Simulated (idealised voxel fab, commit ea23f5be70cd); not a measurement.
Presented below is a process module, voxel capacitor over wiring.
Square cells of 5 nm make up the cross-section cut, whose width is 275 nm.
Cross-section layout: square cells on a grid; listed as bands, top to bottom; a band spans one or more cell rows.
What a band's entry tells you: where the top is and where the bottom is, as heights in nm, and after that what lies inside, material by material from left to right, each with its width in nm. Empty space is written as the word "blank", and a single material marked with the word "everywhere" occupies the band from edge to edge.
Where do heights start? At 0: under that level the wafer as delivered is made of one material only. And the lowest band has no floor; it just carries on downward, as in "0..down".
The expression "30->40" gives the width at the extremes of the band, the first number at its top row of cells and the second at its bottom row, with the width changing by equal amounts from each row to the next in between.
It should be understood that the words "no alterations made", when stated for a given step, signify that the cross-section underwent no change in any of its cells during that step.
The label "Non-vented voids" introduces a list of the empty spaces, 8 cells or larger, that have no open way up to the top; each entry in it reads width x height at distance, where the distance is taken from the left edge and all three are stated in nm.
Read whatever lies past the settings on a step's line as the simulator's own remark about the step.
You can add "overlay nm" to a step's line. For a step with a mask, it describes how far the mask lay to the right of its planned position, and a negative number describes a lay to the left.

[plan]
- 1: RECEIVE, material Si
- 2: CONFORMAL_DEP, material SiO2, thk nm 15
- 3: DIRECTIONAL_DEP, material TiN, thk nm 5
- 4: DIRECTIONAL_DEP, material Ru, thk nm 25
- 5: PATTERN, tone cover, mask id METAL_1, material resist, width nm 30, pitch nm 100, thk nm 20, overlay nm 0
- 6: DIRECTIONAL_ETCH, etch materials Ru, depth nm 25
- 7: DIRECTIONAL_ETCH, etch materials TiN, depth nm 5
- 8: STRIP, etch materials resist
- 9: FILL_DEP, material lowk, thk nm 10
- 10: CMP, height nm 45
- 11: CONFORMAL_DEP, material SiCN, thk nm 5
- 12: DIRECTIONAL_DEP, material SiO2, thk nm 20
- 13: MASKED_ETCH, tone open, mask id PLUG_1, width nm 15, etch materials SiO2, depth nm 20, overlay nm 0
- 14: MASKED_ETCH, tone open, mask id PLUG_1, width nm 15, etch materials SiCN, depth nm 5, overlay nm 0
- 15: CONFORMAL_DEP, material TiN, thk nm 5
- 16: FILL_DEP, material W, thk nm 10
- 17: CMP, height nm 70
- 18: DIRECTIONAL_DEP, material TiN, thk nm 5
- 19: DIRECTIONAL_DEP, material SiN, thk nm 5
- 20: DIRECTIONAL_DEP, material TiN, thk nm 5
- 21: PATTERN, tone cover, mask id UPPER_PLATE, material resist, width nm 75, thk nm 15, overlay nm 0
- 22: DIRECTIONAL_ETCH, etch materials TiN, depth nm 5
- 23: DIRECTIONAL_ETCH, etch materials SiN, depth nm 5
- 24: STRIP, etch materials resist
- 25: MASKED_ETCH, tone cover, mask id LOWER_PLATE, width nm 85, etch materials TiN, depth nm 5, overlay nm 0
- 26: FILL_DEP, material SiO2, thk nm 20
- 27: CMP, height nm 100
- 28: DIRECTIONAL_DEP, material aC, thk nm 15
- 29: PATTERN, tone open, mask id PLUG_2, material resist, width nm 15, thk nm 35, overlay nm 0
- 30: DIRECTIONAL_ETCH, etch materials aC, depth nm 15
- 31: STRIP, etch materials resist
- 32: DIRECTIONAL_ETCH, etch materials SiO2, depth nm 15
- 33: STRIP, etch materials aC
- 34: CONFORMAL_DEP, material TiN, thk nm 5
- 35: FILL_DEP, material W, thk nm 10
- 36: CMP, height nm 100
- 37: CONFORMAL_DEP, material SiN, thk nm 5
Same starting wafers, different thk nm at step 37. Plan value belongs to the first wafer.

[This is how the first of several wafers looked in cross-section when it arrived, which is after step 1]
	0..down = Si everywhere
	Non-vented voids: none

[Module end state after final step 37: cross-section of the first of several wafers]
	105..100 = SiN everywhere
	100..90 = 95 SiO2, 5 TiN, 5 W, 5 TiN, 165 SiO2
	90..80 = 95->85 SiO2, 15->75 TiN, 165->115 SiO2
	80..75 = 85 SiO2, 75 SiN, 115 SiO2
	75..70 = 80 SiO2, 85 TiN, 110 SiO2
	70..50 = 85 SiO2, 5 TiN, 5 W, 5 TiN, 175 SiO2
	50..45 = 85 SiCN, 15 TiN, 175 SiCN
	45..20 = 70 lowk, 30 Ru, 70 lowk, 30 Ru, 75 lowk
	20..15 = 70 lowk, 30 TiN, 70 lowk, 30 TiN, 75 lowk
	15..0 = SiO2 everywhere
	0..down = Si everywhere
	Non-vented voids: none

[X-section, last wafer, module end]
	120..100 = SiN everywhere
	100..90 = 95 SiO2, 5 TiN, 5 W, 5 TiN, 165 SiO2
	90..80 = 95->85 SiO2, 15->75 TiN, 165->115 SiO2
	80..75 = 85 SiO2, 75 SiN, 115 SiO2
	75..70 = 80 SiO2, 85 TiN, 110 SiO2
	70..50 = 85 SiO2, 5 TiN, 5 W, 5 TiN, 175 SiO2
	50..45 = 85 SiCN, 15 TiN, 175 SiCN
	45..20 = 70 lowk, 30 Ru, 70 lowk, 30 Ru, 75 lowk
	20..15 = 70 lowk, 30 TiN, 70 lowk, 30 TiN, 75 lowk
	15..0 = SiO2 everywhere
	0..down = Si everywhere
	Non-vented voids: none

[For your reference, the table is organized with a row per wafer; each row reflects the wafer at the end of the module, indicating for each material the cells gained (+) or lost (-) since receipt, and thereafter its closed voids]
thk nm 5; +60 Ru; +52 SiCN; +70 SiN; +647 SiO2; +62 TiN; +6 W; +258 lowk; Non-vented voids: none
thk nm 10; +60 Ru; +52 SiCN; +125 SiN; +647 SiO2; +62 TiN; +6 W; +258 lowk; Non-vented voids: none
thk nm 15; +60 Ru; +52 SiCN; +180 SiN; +647 SiO2; +62 TiN; +6 W; +258 lowk; Non-vented voids: none
thk nm 20; +60 Ru; +52 SiCN; +235 SiN; +647 SiO2; +62 TiN; +6 W; +258 lowk; Non-vented voids: none
